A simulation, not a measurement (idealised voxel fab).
Documented hereafter: the process module known as voxel double patterning.
Pictured: cross-section cut, 240 nm wide, on a grid of 5 nm square cells.
A cross-section in this document is a grid of square cells, and it is written down as bands, the top band listed before the ones below it; a band is made up of one or more rows of cells. In this notation a band is specified by the heights of its top and bottom, in that order and in nm, after which its materials appear from left to right, each paired with its width in nm. The word "full width" attached to a single material means that material fills the band from edge to edge; the word "air" stands for empty space. Convention: height 0 is the level below which the wafer, as received, is all one material. The lowest band does not terminate at the bottom but continues downward, represented as "0 -> down". With a width like "30..40", each row of cells in the band differs from the next by the same amount, the top row carrying the first number and the bottom row the second. "no change occurred" -> step changed no cross-section cell. The list in "Fully sealed cavities" covers empty spaces of 8 cells or more that cannot reach the top through any open way, and it gives each as width x height at distance; the distance is from the left edge, and width, height and distance are in nm. The remark found on a step's line after its settings is issued by the simulator itself and pertains to that step. The "overlay nm" setting may appear on a step's line; for a step that uses a mask, it gives how far to the right of its planned position the mask lay, and a negative value indicates the left.

### Planned process steps
1 RECEIVE, material Si
2 CONFORMAL_DEP, material SiO2, thk nm 10
3 DIRECTIONAL_DEP, material W, thk nm 15
4 DIRECTIONAL_DEP, material SiCN, thk nm 5
5 PATTERN, tone open, mask id FIRST, material resist, width nm 15, pitch nm 50, thk nm 15, overlay nm 0
6 DIRECTIONAL_ETCH, etch materials SiCN, depth nm 5
7 STRIP, etch materials resist
8 MASKED_ETCH, tone open, mask id SECOND, width nm 15, pitch nm 50, etch materials SiCN, depth nm 5, overlay nm 0
9 DIRECTIONAL_ETCH, etch materials W, depth nm 15
10 STRIP, etch materials SiCN

### As-received state of the wafer in cross-section, equivalent to post-step 1
	0 -> down  Si full width
	Fully sealed cavities: none

### Cross-section at module end, one run error; start and plan unchanged from above
	25 -> 15  SiO2 full width
	15 -> 0  W full width
	0 -> down  Si full width
	Fully sealed cavities: none
What was done differently from what was planned? mixed up steps 2 and 3 - ran each in the other's place
